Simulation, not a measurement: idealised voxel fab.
voxel fin reveal: a process module
The cross-section shown here is cut; it is 250 nm wide and divided into square cells measuring 5 nm on a side.
For the purposes of this document, a cross-section shall be understood as a grid of square cells, specified as bands listed in top-to-bottom order, each band consisting of one or more rows of cells. This entry defines a band. It first specifies the height of the band's top and the height of its bottom in nm, and then specifies the band's materials from left to right, stating each material with its width in nm. The word "everywhere" identifies a single material that fills the band from edge to edge, while the word "blank" identifies empty space. Height datum 0, below which the as-received substrate wafer is one material. Lowest band open at the bottom, running downward: "0 -> down". Width: "30 to 40" (first number = top row, second number = bottom row, same change from row to row of cells). The cross-section has no changed cell in any step marked "remained unchanged". Closed-off voids of 8+ cells (no open route to the top) go in "Closed void inventory", written width x height at distance from the left edge, in nm. It should be noted that, on the line of a given step, the content following the step's settings is a remark produced by the simulator itself with respect to that step. overlay nm: mask right of planned place by this much (step with mask). Neg. = left. Pairs ahead. Before: cross-section ahead of one process step. After: cross-section once the step is done, shown to the lowest changed band only. Under each pair: that step, with settings. Caution: pairs may come from different runs of this module on the same starting wafer; a pair follows the pair above only where its "Pre-step profile" entry says so.
Pre-step profile
> 0 -> down = Si everywhere
> Closed void inventory: none
Post-Step Cross-Section
> 5 -> 0 = SiN everywhere
> below 0: unchanged
> Closed void inventory: none
Link between the two cross-sections above: CONFORMAL_DEP with material SiN, thk nm 5
Pre-step profile: The structure entering this step is exactly what the pair just above shows after its step.
Post-Step Cross-Section
> 20 -> 5 = aC everywhere
> below 5: unchanged
> Closed void inventory: none
Link between the two cross-sections above: DIRECTIONAL_DEP with material aC, thk nm 15
Pre-step profile: The structure entering this step is exactly what the pair just above shows after its step.
Post-Step Cross-Section
> 50 -> 20 = blank: 100; resist: 15; blank: 20; resist: 15; blank: 100
> below 20: unchanged
> Closed void inventory: none
Link between the two cross-sections above: PATTERN with tone cover, mask id FINS, material resist, width nm 15, pitch nm 35, thk nm 30, overlay nm 0
Pre-step profile: The structure entering this step is exactly what the pair just above shows after its step.
Post-Step Cross-Section
> 35 -> 20 = blank: 100; resist: 15; blank: 20; resist: 15; blank: 100
> 20 -> 5 = blank: 100; aC: 15; blank: 20; aC: 15; blank: 100
> below 5: unchanged
> Closed void inventory: none
Link between the two cross-sections above: DIRECTIONAL_ETCH with etch materials aC, depth nm 15
Pre-step profile: The structure entering this step is exactly what the pair just above shows after its step.
Post-Step Cross-Section
> 20 -> 5 = blank: 100; aC: 15; blank: 20; aC: 15; blank: 100
> below 5: unchanged
> Closed void inventory: none
Link between the two cross-sections above: STRIP with etch materials resist
Pre-step profile: The structure entering this step is exactly what the pair just above shows after its step.
Post-Step Cross-Section
> 20 -> 5 = blank: 100; aC: 15; blank: 20; aC: 15; blank: 100
> 5 -> 0 = blank: 100; SiN: 15; blank: 20; SiN: 15; blank: 100
> below 0: unchanged
> Closed void inventory: none
Link between the two cross-sections above: DIRECTIONAL_ETCH with etch materials SiN, depth nm 5
Pre-step profile: The structure entering this step is exactly what the pair just above shows after its step.
Post-Step Cross-Section
> 20 -> 5 = blank: 100; aC: 15; blank: 20; aC: 15; blank: 100
> 5 -> 0 = blank: 100; SiN: 15; blank: 20; SiN: 15; blank: 100
> 0 -> -35 = blank: 100; Si: 15; blank: 20; Si: 15; blank: 100
> below -35: unchanged
> Closed void inventory: none
Link between the two cross-sections above: DIRECTIONAL_ETCH with etch materials Si, depth nm 35
Pre-step profile: The structure entering this step is exactly what the pair just above shows after its step.
Post-Step Cross-Section
> 5 -> 0 = blank: 100; SiN: 15; blank: 20; SiN: 15; blank: 100
> below 0: unchanged
> Closed void inventory: none
Link between the two cross-sections above: STRIP with etch materials aC
Pre-step profile: The structure entering this step is exactly what the pair just above shows after its step.
Post-Step Cross-Section
> 5 -> 0 = blank: 100; SiN: 15; blank: 20; SiN: 15; blank: 100
> 0 -> -35 = blank: 100; SiO2: 5; Si: 5; SiO2: 5; blank: 20; SiO2: 5; Si: 5; SiO2: 5; blank: 100
> -35 -> -40 = SiO2: 105; Si: 5; SiO2: 30; Si: 5; SiO2: 105
> below -40: unchanged
> Closed void inventory: none
Link between the two cross-sections above: OXIDIZE with depth nm 5
Pre-step profile: The structure entering this step is exactly what the pair just above shows after its step.
Post-Step Cross-Section
> 10 -> 5 = SiO2 everywhere
> 5 -> 0 = SiO2: 100; SiN: 15; SiO2: 20; SiN: 15; SiO2: 100
> 0 -> -40 = SiO2: 105; Si: 5; SiO2: 30; Si: 5; SiO2: 105
> below -40: unchanged
> Closed void inventory: none
Link between the two cross-sections above: FILL_DEP with material SiO2, thk nm 5
Pre-step profile: The structure entering this step is exactly what the pair just above shows after its step.
Post-Step Cross-Section
> 5 -> 0 = SiO2: 100; SiN: 15; SiO2: 20; SiN: 15; SiO2: 100
> below 0: unchanged
> Closed void inventory: none
Link between the two cross-sections above: CMP with height nm 5
Pre-step profile: The structure entering this step is exactly what the pair just above shows after its step.
Post-Step Cross-Section
> 5 -> 0 = blank: 100; SiN: 15; blank: 20; SiN: 15; blank: 100
> 0 -> -15 = blank: 105; Si: 5; blank: 30; Si: 5; blank: 105
> below -15: unchanged
> Closed void inventory: none
Link between the two cross-sections above: SELECTIVE_ETCH with etch materials SiO2, depth nm 20
Pre-step profile: The structure entering this step is exactly what the pair just above shows after its step.
Post-Step Cross-Section
> 0 -> -15 = blank: 105; Si: 5; blank: 30; Si: 5; blank: 105
> below -15: unchanged
> Closed void inventory: none
Link between the two cross-sections above: STRIP with etch materials SiN
Pre-step profile: The structure entering this step is exactly what the pair just above shows after its step.
Post-Step Cross-Section
> 5 -> 0 = blank: 100; SiO2: 15; blank: 20; SiO2: 15; blank: 100
> 0 -> -10 = blank: 100; SiO2: 5; Si: 5; SiO2: 5; blank: 20; SiO2: 5; Si: 5; SiO2: 5; blank: 100
> -10 -> -40 = SiO2: 105; Si: 5; SiO2: 30; Si: 5; SiO2: 105
> below -40: unchanged
> Closed void inventory: none
Link between the two cross-sections above: CONFORMAL_DEP with material SiO2, thk nm 5
Pre-step profile
> 20 -> 5 = blank: 100; aC: 15; blank: 20; aC: 15; blank: 100
> 5 -> 0 = blank: 100; SiN: 15; blank: 20; SiN: 15; blank: 100
> 0 -> -35 = blank: 100; Si: 15; blank: 20; Si: 15; blank: 100
> -35 -> down = Si everywhere
> Closed void inventory: none
Post-Step Cross-Section
> 20 -> 5 = blank: 100; aC: 15; blank: 20; aC: 15; blank: 100
> 5 -> 0 = blank: 100; SiN: 15; blank: 20; SiN: 15; blank: 100
> 0 -> -70 = blank: 100; Si: 15; blank: 20; Si: 15; blank: 100
> below -70: unchanged
> Closed void inventory: none
Link between the two cross-sections above: DIRECTIONAL_ETCH with etch materials Si, depth nm 35
Pre-step profile: The structure entering this step is exactly what the pair just above shows after its step.
Post-Step Cross-Section
> 5 -> 0 = blank: 100; SiN: 15; blank: 20; SiN: 15; blank: 100
> below 0: unchanged
> Closed void inventory: none
Link between the two cross-sections above: STRIP with etch materials aC
Pre-step profile: The structure entering this step is exactly what the pair just above shows after its step.
Post-Step Cross-Section
> 5 -> 0 = blank: 100; SiN: 15; blank: 20; SiN: 15; blank: 100
> 0 -> -70 = blank: 100; SiO2: 5; Si: 5; SiO2: 5; blank: 20; SiO2: 5; Si: 5; SiO2: 5; blank: 100
> -70 -> -75 = SiO2: 105; Si: 5; SiO2: 30; Si: 5; SiO2: 105
> below -75: unchanged
> Closed void inventory: none
Link between the two cross-sections above: OXIDIZE with depth nm 5
Pre-step profile: The structure entering this step is exactly what the pair just above shows after its step.
Post-Step Cross-Section
> 10 -> 5 = SiO2 everywhere
> 5 -> 0 = SiO2: 100; SiN: 15; SiO2: 20; SiN: 15; SiO2: 100
> 0 -> -75 = SiO2: 105; Si: 5; SiO2: 30; Si: 5; SiO2: 105
> below -75: unchanged
> Closed void inventory: none
Link between the two cross-sections above: FILL_DEP with material SiO2, thk nm 5
Pre-step profile: The structure entering this step is exactly what the pair just above shows after its step.
Post-Step Cross-Section
> 5 -> 0 = SiO2: 100; SiN: 15; SiO2: 20; SiN: 15; SiO2: 100
> below 0: unchanged
> Closed void inventory: none
Link between the two cross-sections above: CMP with height nm 5
Pre-step profile: The structure entering this step is exactly what the pair just above shows after its step.
Post-Step Cross-Section
> 5 -> 0 = blank: 100; SiN: 15; blank: 20; SiN: 15; blank: 100
> 0 -> -15 = blank: 105; Si: 5; blank: 30; Si: 5; blank: 105
> below -15: unchanged
> Closed void inventory: none
Link between the two cross-sections above: SELECTIVE_ETCH with etch materials SiO2, depth nm 20
Pre-step profile: The structure entering this step is exactly what the pair just above shows after its step.
Post-Step Cross-Section
> 0 -> -15 = blank: 105; Si: 5; blank: 30; Si: 5; blank: 105
> below -15: unchanged
> Closed void inventory: none
Link between the two cross-sections above: STRIP with etch materials SiN
Pre-step profile: The structure entering this step is exactly what the pair just above shows after its step.
Post-Step Cross-Section
> 5 -> 0 = blank: 100; SiO2: 15; blank: 20; SiO2: 15; blank: 100
> 0 -> -10 = blank: 100; SiO2: 5; Si: 5; SiO2: 5; blank: 20; SiO2: 5; Si: 5; SiO2: 5; blank: 100
> -10 -> -75 = SiO2: 105; Si: 5; SiO2: 30; Si: 5; SiO2: 105
> below -75: unchanged
> Closed void inventory: none
Link between the two cross-sections above: CONFORMAL_DEP with material SiO2, thk nm 5
Pre-step profile
> 5 -> 0 = SiO2: 100; SiN: 15; SiO2: 20; SiN: 15; SiO2: 100
> 0 -> -40 = SiO2: 105; Si: 5; SiO2: 30; Si: 5; SiO2: 105
> -40 -> down = Si everywhere
> Closed void inventory: none
Post-Step Cross-Section
> 5 -> 0 = SiO2: 100; blank: 15; SiO2: 20; blank: 15; SiO2: 100
> below 0: unchanged
> Closed void inventory: none
Link between the two cross-sections above: STRIP with etch materials SiN
Pre-step profile: The structure entering this step is exactly what the pair just above shows after its step.
Post-Step Cross-Section
> 0 -> -15 = blank: 105; Si: 5; blank: 30; Si: 5; blank: 105
> -15 -> -20 = SiO2: 80; blank: 25; Si: 5; blank: 30; Si: 5; blank: 25; SiO2: 80
> below -20: unchanged
> Closed void inventory: none
Link between the two cross-sections above: SELECTIVE_ETCH with etch materials SiO2, depth nm 20
Pre-step profile: The structure entering this step is exactly what the pair just above shows after its step.
Post-Step Cross-Section
> 5 -> 0 = blank: 100; SiO2: 15; blank: 20; SiO2: 15; blank: 100
> 0 -> -10 = blank: 100; SiO2: 5; Si: 5; SiO2: 5; blank: 20; SiO2: 5; Si: 5; SiO2: 5; blank: 100
> -10 -> -15 = SiO2: 85; blank: 15; SiO2: 5; Si: 5; SiO2: 5; blank: 20; SiO2: 5; Si: 5; SiO2: 5; blank: 15; SiO2: 85
> -15 -> -40 = SiO2: 105; Si: 5; SiO2: 30; Si: 5; SiO2: 105
> below -40: unchanged
> Closed void inventory: none
Link between the two cross-sections above: CONFORMAL_DEP with material SiO2, thk nm 5
Pre-step profile
> 20 -> 5 = blank: 100; aC: 15; blank: 20; aC: 15; blank: 100
> 5 -> 0 = blank: 100; SiN: 15; blank: 20; SiN: 15; blank: 100
> 0 -> down = Si everywhere
> Closed void inventory: none
Post-Step Cross-Section
> 20 -> 5 = blank: 100; aC: 15; blank: 20; aC: 15; blank: 100
> 5 -> 0 = blank: 100; SiN: 15; blank: 20; SiN: 15; blank: 100
> 0 -> -25 = blank: 100; Si: 15; blank: 20; Si: 15; blank: 100
> below -25: unchanged
> Closed void inventory: none
Link between the two cross-sections above: DIRECTIONAL_ETCH with etch materials Si, depth nm 25
Pre-step profile: The structure entering this step is exactly what the pair just above shows after its step.
Post-Step Cross-Section
> 5 -> 0 = blank: 100; SiN: 15; blank: 20; SiN: 15; blank: 100
> below 0: unchanged
> Closed void inventory: none
Link between the two cross-sections above: STRIP with etch materials aC
Pre-step profile: The structure entering this step is exactly what the pair just above shows after its step.
Post-Step Cross-Section
> 5 -> 0 = blank: 100; SiN: 15; blank: 20; SiN: 15; blank: 100
> 0 -> -25 = blank: 100; SiO2: 5; Si: 5; SiO2: 5; blank: 20; SiO2: 5; Si: 5; SiO2: 5; blank: 100
> -25 -> -30 = SiO2: 105; Si: 5; SiO2: 30; Si: 5; SiO2: 105
> below -30: unchanged
> Closed void inventory: none
Link between the two cross-sections above: OXIDIZE with depth nm 5
Pre-step profile: The structure entering this step is exactly what the pair just above shows after its step.
Post-Step Cross-Section
> 10 -> 5 = SiO2 everywhere
> 5 -> 0 = SiO2: 100; SiN: 15; SiO2: 20; SiN: 15; SiO2: 100
> 0 -> -30 = SiO2: 105; Si: 5; SiO2: 30; Si: 5; SiO2: 105
> below -30: unchanged
> Closed void inventory: none
Link between the two cross-sections above: FILL_DEP with material SiO2, thk nm 5
Pre-step profile: The structure entering this step is exactly what the pair just above shows after its step.
Post-Step Cross-Section
> 5 -> 0 = SiO2: 100; SiN: 15; SiO2: 20; SiN: 15; SiO2: 100
> below 0: unchanged
> Closed void inventory: none
Link between the two cross-sections above: CMP with height nm 5
Pre-step profile: The structure entering this step is exactly what the pair just above shows after its step.
Post-Step Cross-Section
> 5 -> 0 = blank: 100; SiN: 15; blank: 20; SiN: 15; blank: 100
> 0 -> -15 = blank: 105; Si: 5; blank: 30; Si: 5; blank: 105
> below -15: unchanged
> Closed void inventory: none
Link between the two cross-sections above: SELECTIVE_ETCH with etch materials SiO2, depth nm 20
Pre-step profile: The structure entering this step is exactly what the pair just above shows after its step.
Post-Step Cross-Section
> 0 -> -15 = blank: 105; Si: 5; blank: 30; Si: 5; blank: 105
> below -15: unchanged
> Closed void inventory: none
Link between the two cross-sections above: STRIP with etch materials SiN
Pre-step profile: The structure entering this step is exactly what the pair just above shows after its step.
Post-Step Cross-Section
> 5 -> 0 = blank: 100; SiO2: 15; blank: 20; SiO2: 15; blank: 100
> 0 -> -10 = blank: 100; SiO2: 5; Si: 5; SiO2: 5; blank: 20; SiO2: 5; Si: 5; SiO2: 5; blank: 100
> -10 -> -30 = SiO2: 105; Si: 5; SiO2: 30; Si: 5; SiO2: 105
> below -30: unchanged
> Closed void inventory: none
Link between the two cross-sections above: CONFORMAL_DEP with material SiO2, thk nm 5
Pre-step profile
> 20 -> 5 = aC everywhere
> 5 -> 0 = SiN everywhere
> 0 -> down = Si everywhere
> Closed void inventory: none
Post-Step Cross-Section
> 50 -> 20 = blank: 100; resist: 20; blank: 15; resist: 20; blank: 95
> below 20: unchanged
> Closed void inventory: none
Link between the two cross-sections above: PATTERN with tone cover, mask id FINS, material resist, width nm 20, pitch nm 35, thk nm 30, overlay nm 0
Pre-step profile: The structure entering this step is exactly what the pair just above shows after its step.
Post-Step Cross-Section
> 35 -> 20 = blank: 100; resist: 20; blank: 15; resist: 20; blank: 95
> 20 -> 5 = blank: 100; aC: 20; blank: 15; aC: 20; blank: 95
> below 5: unchanged
> Closed void inventory: none
Link between the two cross-sections above: DIRECTIONAL_ETCH with etch materials aC, depth nm 15
Pre-step profile: The structure entering this step is exactly what the pair just above shows after its step.
Post-Step Cross-Section
> 20 -> 5 = blank: 100; aC: 20; blank: 15; aC: 20; blank: 95
> below 5: unchanged
> Closed void inventory: none
Link between the two cross-sections above: STRIP with etch materials resist
Pre-step profile: The structure entering this step is exactly what the pair just above shows after its step.
Post-Step Cross-Section
> 20 -> 5 = blank: 100; aC: 20; blank: 15; aC: 20; blank: 95
> 5 -> 0 = blank: 100; SiN: 20; blank: 15; SiN: 20; blank: 95
> below 0: unchanged
> Closed void inventory: none
Link between the two cross-sections above: DIRECTIONAL_ETCH with etch materials SiN, depth nm 5
Pre-step profile: The structure entering this step is exactly what the pair just above shows after its step.
Post-Step Cross-Section
> 20 -> 5 = blank: 100; aC: 20; blank: 15; aC: 20; blank: 95
> 5 -> 0 = blank: 100; SiN: 20; blank: 15; SiN: 20; blank: 95
> 0 -> -35 = blank: 100; Si: 20; blank: 15; Si: 20; blank: 95
> below -35: unchanged
> Closed void inventory: none
Link between the two cross-sections above: DIRECTIONAL_ETCH with etch materials Si, depth nm 35
Pre-step profile: The structure entering this step is exactly what the pair just above shows after its step.
Post-Step Cross-Section
> 5 -> 0 = blank: 100; SiN: 20; blank: 15; SiN: 20; blank: 95
> below 0: unchanged
> Closed void inventory: none
Link between the two cross-sections above: STRIP with etch materials aC
Pre-step profile: The structure entering this step is exactly what the pair just above shows after its step.
Post-Step Cross-Section
> 5 -> 0 = blank: 100; SiN: 20; blank: 15; SiN: 20; blank: 95
> 0 -> -35 = blank: 100; SiO2: 5; Si: 10; SiO2: 5; blank: 15; SiO2: 5; Si: 10; SiO2: 5; blank: 95
> -35 -> -40 = SiO2: 105; Si: 10; SiO2: 25; Si: 10; SiO2: 100
> below -40: unchanged
> Closed void inventory: none
Link between the two cross-sections above: OXIDIZE with depth nm 5
Pre-step profile: The structure entering this step is exactly what the pair just above shows after its step.
Post-Step Cross-Section
> 10 -> 5 = SiO2 everywhere
> 5 -> 0 = SiO2: 100; SiN: 20; SiO2: 15; SiN: 20; SiO2: 95
> 0 -> -40 = SiO2: 105; Si: 10; SiO2: 25; Si: 10; SiO2: 100
> below -40: unchanged
> Closed void inventory: none
Link between the two cross-sections above: FILL_DEP with material SiO2, thk nm 5
Pre-step profile: The structure entering this step is exactly what the pair just above shows after its step.
Post-Step Cross-Section
> 5 -> 0 = SiO2: 100; SiN: 20; SiO2: 15; SiN: 20; SiO2: 95
> below 0: unchanged
> Closed void inventory: none
Link between the two cross-sections above: CMP with height nm 5
Pre-step profile: The structure entering this step is exactly what the pair just above shows after its step.
Post-Step Cross-Section
> 5 -> 0 = blank: 100; SiN: 20; blank: 15; SiN: 20; blank: 95
> 0 -> -15 = blank: 105; Si: 10; blank: 25; Si: 10; blank: 100
> below -15: unchanged
> Closed void inventory: none
Link between the two cross-sections above: SELECTIVE_ETCH with etch materials SiO2, depth nm 20
Pre-step profile: The structure entering this step is exactly what the pair just above shows after its step.
Post-Step Cross-Section
> 0 -> -15 = blank: 105; Si: 10; blank: 25; Si: 10; blank: 100
> below -15: unchanged
> Closed void inventory: none
Link between the two cross-sections above: STRIP with etch materials SiN
Pre-step profile: The structure entering this step is exactly what the pair just above shows after its step.
Post-Step Cross-Section
> 5 -> 0 = blank: 100; SiO2: 20; blank: 15; SiO2: 20; blank: 95
> 0 -> -10 = blank: 100; SiO2: 5; Si: 10; SiO2: 5; blank: 15; SiO2: 5; Si: 10; SiO2: 5; blank: 95
> -10 -> -40 = SiO2: 105; Si: 10; SiO2: 25; Si: 10; SiO2: 100
> below -40: unchanged
> Closed void inventory: none
Link between the two cross-sections above: CONFORMAL_DEP with material SiO2, thk nm 5
Pre-step profile
> 20 -> 5 = aC everywhere
> 5 -> 0 = SiN everywhere
> 0 -> down = Si everywhere
> Closed void inventory: none
Post-Step Cross-Section
> 50 -> 20 = blank: 90; resist: 15; blank: 20; resist: 15; blank: 110
> below 20: unchanged
> Closed void inventory: none
Link between the two cross-sections above: PATTERN with tone cover, mask id FINS, material resist, width nm 15, pitch nm 35, thk nm 30, overlay nm -10
Pre-step profile: The structure entering this step is exactly what the pair just above shows after its step.
Post-Step Cross-Section
> 35 -> 20 = blank: 90; resist: 15; blank: 20; resist: 15; blank: 110
> 20 -> 5 = blank: 90; aC: 15; blank: 20; aC: 15; blank: 110
> below 5: unchanged
> Closed void inventory: none
Link between the two cross-sections above: DIRECTIONAL_ETCH with etch materials aC, depth nm 15
Pre-step profile: The structure entering this step is exactly what the pair just above shows after its step.
Post-Step Cross-Section
> 20 -> 5 = blank: 90; aC: 15; blank: 20; aC: 15; blank: 110
> below 5: unchanged
> Closed void inventory: none
Link between the two cross-sections above: STRIP with etch materials resist
Pre-step profile: The structure entering this step is exactly what the pair just above shows after its step.
Post-Step Cross-Section
> 20 -> 5 = blank: 90; aC: 15; blank: 20; aC: 15; blank: 110
> 5 -> 0 = blank: 90; SiN: 15; blank: 20; SiN: 15; blank: 110
> below 0: unchanged
> Closed void inventory: none
Link between the two cross-sections above: DIRECTIONAL_ETCH with etch materials SiN, depth nm 5
Pre-step profile: The structure entering this step is exactly what the pair just above shows after its step.
Post-Step Cross-Section
> 20 -> 5 = blank: 90; aC: 15; blank: 20; aC: 15; blank: 110
> 5 -> 0 = blank: 90; SiN: 15; blank: 20; SiN: 15; blank: 110
> 0 -> -35 = blank: 90; Si: 15; blank: 20; Si: 15; blank: 110
> below -35: unchanged
> Closed void inventory: none
Link between the two cross-sections above: DIRECTIONAL_ETCH with etch materials Si, depth nm 35
Pre-step profile: The structure entering this step is exactly what the pair just above shows after its step.
Post-Step Cross-Section
> 5 -> 0 = blank: 90; SiN: 15; blank: 20; SiN: 15; blank: 110
> below 0: unchanged
> Closed void inventory: none
Link between the two cross-sections above: STRIP with etch materials aC
Pre-step profile: The structure entering this step is exactly what the pair just above shows after its step.
Post-Step Cross-Section
> 5 -> 0 = blank: 90; SiN: 15; blank: 20; SiN: 15; blank: 110
> 0 -> -35 = blank: 90; SiO2: 5; Si: 5; SiO2: 5; blank: 20; SiO2: 5; Si: 5; SiO2: 5; blank: 110
> -35 -> -40 = SiO2: 95; Si: 5; SiO2: 30; Si: 5; SiO2: 115
> below -40: unchanged
> Closed void inventory: none
Link between the two cross-sections above: OXIDIZE with depth nm 5
Pre-step profile: The structure entering this step is exactly what the pair just above shows after its step.
Post-Step Cross-Section
> 10 -> 5 = SiO2 everywhere
> 5 -> 0 = SiO2: 90; SiN: 15; SiO2: 20; SiN: 15; SiO2: 110
> 0 -> -40 = SiO2: 95; Si: 5; SiO2: 30; Si: 5; SiO2: 115
> below -40: unchanged
> Closed void inventory: none
Link between the two cross-sections above: FILL_DEP with material SiO2, thk nm 5
Pre-step profile: The structure entering this step is exactly what the pair just above shows after its step.
Post-Step Cross-Section
> 5 -> 0 = SiO2: 90; SiN: 15; SiO2: 20; SiN: 15; SiO2: 110
> below 0: unchanged
> Closed void inventory: none
Link between the two cross-sections above: CMP with height nm 5
Pre-step profile: The structure entering this step is exactly what the pair just above shows after its step.
Post-Step Cross-Section
> 5 -> 0 = blank: 90; SiN: 15; blank: 20; SiN: 15; blank: 110
> 0 -> -15 = blank: 95; Si: 5; blank: 30; Si: 5; blank: 115
> below -15: unchanged
> Closed void inventory: none
Link between the two cross-sections above: SELECTIVE_ETCH with etch materials SiO2, depth nm 20
Pre-step profile: The structure entering this step is exactly what the pair just above shows after its step.
Post-Step Cross-Section
> 0 -> -15 = blank: 95; Si: 5; blank: 30; Si: 5; blank: 115
> below -15: unchanged
> Closed void inventory: none
Link between the two cross-sections above: STRIP with etch materials SiN
Pre-step profile: The structure entering this step is exactly what the pair just above shows after its step.
Post-Step Cross-Section
> 5 -> 0 = blank: 90; SiO2: 15; blank: 20; SiO2: 15; blank: 110
> 0 -> -10 = blank: 90; SiO2: 5; Si: 5; SiO2: 5; blank: 20; SiO2: 5; Si: 5; SiO2: 5; blank: 110
> -10 -> -40 = SiO2: 95; Si: 5; SiO2: 30; Si: 5; SiO2: 115
> below -40: unchanged
> Closed void inventory: none
Link between the two cross-sections above: CONFORMAL_DEP with material SiO2, thk nm 5
Pre-step profile
> 5 -> 0 = blank: 100; SiN: 15; blank: 20; SiN: 15; blank: 100
> 0 -> -15 = blank: 105; Si: 5; blank: 30; Si: 5; blank: 105
> -15 -> -40 = SiO2: 105; Si: 5; SiO2: 30; Si: 5; SiO2: 105
> -40 -> down = Si everywhere
> Closed void inventory: none
Post-Step Cross-Section
> 5 -> 0 = blank: 100; SiN: 15; blank: 20; SiN: 15; blank: 100
> 0 -> -40 = blank: 105; Si: 5; blank: 30; Si: 5; blank: 105
> below -40: unchanged
> Closed void inventory: none
Link between the two cross-sections above: STRIP with etch materials SiO2
Pre-step profile: The structure entering this step is exactly what the pair just above shows after its step.
Post-Step Cross-Section
> 10 -> 5 = blank: 95; SiO2: 25; blank: 10; SiO2: 25; blank: 95
> 5 -> 0 = blank: 95; SiO2: 5; SiN: 15; SiO2: 5; blank: 10; SiO2: 5; SiN: 15; SiO2: 5; blank: 95
> 0 -> -5 = blank: 95; SiO2: 10; Si: 5; SiO2: 10; blank: 10; SiO2: 10; Si: 5; SiO2: 10; blank: 95
> -5 -> -35 = blank: 100; SiO2: 5; Si: 5; SiO2: 5; blank: 20; SiO2: 5; Si: 5; SiO2: 5; blank: 100
> -35 -> -40 = SiO2: 105; Si: 5; SiO2: 30; Si: 5; SiO2: 105
> below -40: unchanged
> Closed void inventory: none
Link between the two cross-sections above: CONFORMAL_DEP with material SiO2, thk nm 5
Pre-step profile
> 20 -> 5 = aC everywhere
> 5 -> 0 = SiN everywhere
> 0 -> down = Si everywhere
> Closed void inventory: none
Post-Step Cross-Section
> 50 -> 20 = resist: 100; blank: 15; resist: 20; blank: 15; resist: 100
> below 20: unchanged
> Closed void inventory: none
Link between the two cross-sections above: PATTERN with tone open, mask id FINS, material resist, width nm 15, pitch nm 35, thk nm 30, overlay nm 0
Pre-step profile: The structure entering this step is exactly what the pair just above shows after its step.
Post-Step Cross-Section
> 35 -> 20 = resist: 100; blank: 15; resist: 20; blank: 15; resist: 100
> 20 -> 5 = aC: 100; blank: 15; aC: 20; blank: 15; aC: 100
> below 5: unchanged
> Closed void inventory: none
Link between the two cross-sections above: DIRECTIONAL_ETCH with etch materials aC, depth nm 15
Pre-step profile: The structure entering this step is exactly what the pair just above shows after its step.
Post-Step Cross-Section
> 20 -> 5 = aC: 100; blank: 15; aC: 20; blank: 15; aC: 100
> below 5: unchanged
> Closed void inventory: none
Link between the two cross-sections above: STRIP with etch materials resist
Pre-step profile: The structure entering this step is exactly what the pair just above shows after its step.
Post-Step Cross-Section
> 20 -> 5 = aC: 100; blank: 15; aC: 20; blank: 15; aC: 100
> 5 -> 0 = SiN: 100; blank: 15; SiN: 20; blank: 15; SiN: 100
> below 0: unchanged
> Closed void inventory: none
Link between the two cross-sections above: DIRECTIONAL_ETCH with etch materials SiN, depth nm 5
Pre-step profile: The structure entering this step is exactly what the pair just above shows after its step.
Post-Step Cross-Section
> 20 -> 5 = aC: 100; blank: 15; aC: 20; blank: 15; aC: 100
> 5 -> 0 = SiN: 100; blank: 15; SiN: 20; blank: 15; SiN: 100
> 0 -> -35 = Si: 100; blank: 15; Si: 20; blank: 15; Si: 100
> below -35: unchanged
> Closed void inventory: none
Link between the two cross-sections above: DIRECTIONAL_ETCH with etch materials Si, depth nm 35
Pre-step profile: The structure entering this step is exactly what the pair just above shows after its step.
Post-Step Cross-Section
> 5 -> 0 = SiN: 100; blank: 15; SiN: 20; blank: 15; SiN: 100
> below 0: unchanged
> Closed void inventory: none
Link between the two cross-sections above: STRIP with etch materials aC
Pre-step profile: The structure entering this step is exactly what the pair just above shows after its step.
Post-Step Cross-Section
> 5 -> 0 = SiN: 100; blank: 15; SiN: 20; blank: 15; SiN: 100
> 0 -> -35 = Si: 95; SiO2: 5; blank: 15; SiO2: 5; Si: 10; SiO2: 5; blank: 15; SiO2: 5; Si: 95
> -35 -> -40 = Si: 95; SiO2: 25; Si: 10; SiO2: 25; Si: 95
> below -40: unchanged
> Closed void inventory: none
Link between the two cross-sections above: OXIDIZE with depth nm 5
Pre-step profile: The structure entering this step is exactly what the pair just above shows after its step.
Post-Step Cross-Section
> 10 -> 5 = SiO2 everywhere
> 5 -> 0 = SiN: 100; SiO2: 15; SiN: 20; SiO2: 15; SiN: 100
> 0 -> -40 = Si: 95; SiO2: 25; Si: 10; SiO2: 25; Si: 95
> below -40: unchanged
> Closed void inventory: none
Link between the two cross-sections above: FILL_DEP with material SiO2, thk nm 5
Pre-step profile: The structure entering this step is exactly what the pair just above shows after its step.
Post-Step Cross-Section
> 5 -> 0 = SiN: 100; SiO2: 15; SiN: 20; SiO2: 15; SiN: 100
> below 0: unchanged
> Closed void inventory: none
Link between the two cross-sections above: CMP with height nm 5
Pre-step profile: The structure entering this step is exactly what the pair just above shows after its step.
Post-Step Cross-Section
> 5 -> 0 = SiN: 100; blank: 15; SiN: 20; blank: 15; SiN: 100
> 0 -> -15 = Si: 95; blank: 25; Si: 10; blank: 25; Si: 95
> below -15: unchanged
> Closed void inventory: none
Link between the two cross-sections above: SELECTIVE_ETCH with etch materials SiO2, depth nm 20
Pre-step profile: The structure entering this step is exactly what the pair just above shows after its step.
Post-Step Cross-Section
> 0 -> -15 = Si: 95; blank: 25; Si: 10; blank: 25; Si: 95
> below -15: unchanged
> Closed void inventory: none
Link between the two cross-sections above: STRIP with etch materials SiN
Pre-step profile: The structure entering this step is exactly what the pair just above shows after its step.
Post-Step Cross-Section
> 5 -> 0 = SiO2: 100; blank: 15; SiO2: 20; blank: 15; SiO2: 100
> 0 -> -10 = Si: 95; SiO2: 5; blank: 15; SiO2: 5; Si: 10; SiO2: 5; blank: 15; SiO2: 5; Si: 95
> -10 -> -40 = Si: 95; SiO2: 25; Si: 10; SiO2: 25; Si: 95
> below -40: unchanged
> Closed void inventory: none
Link between the two cross-sections above: CONFORMAL_DEP with material SiO2, thk nm 5
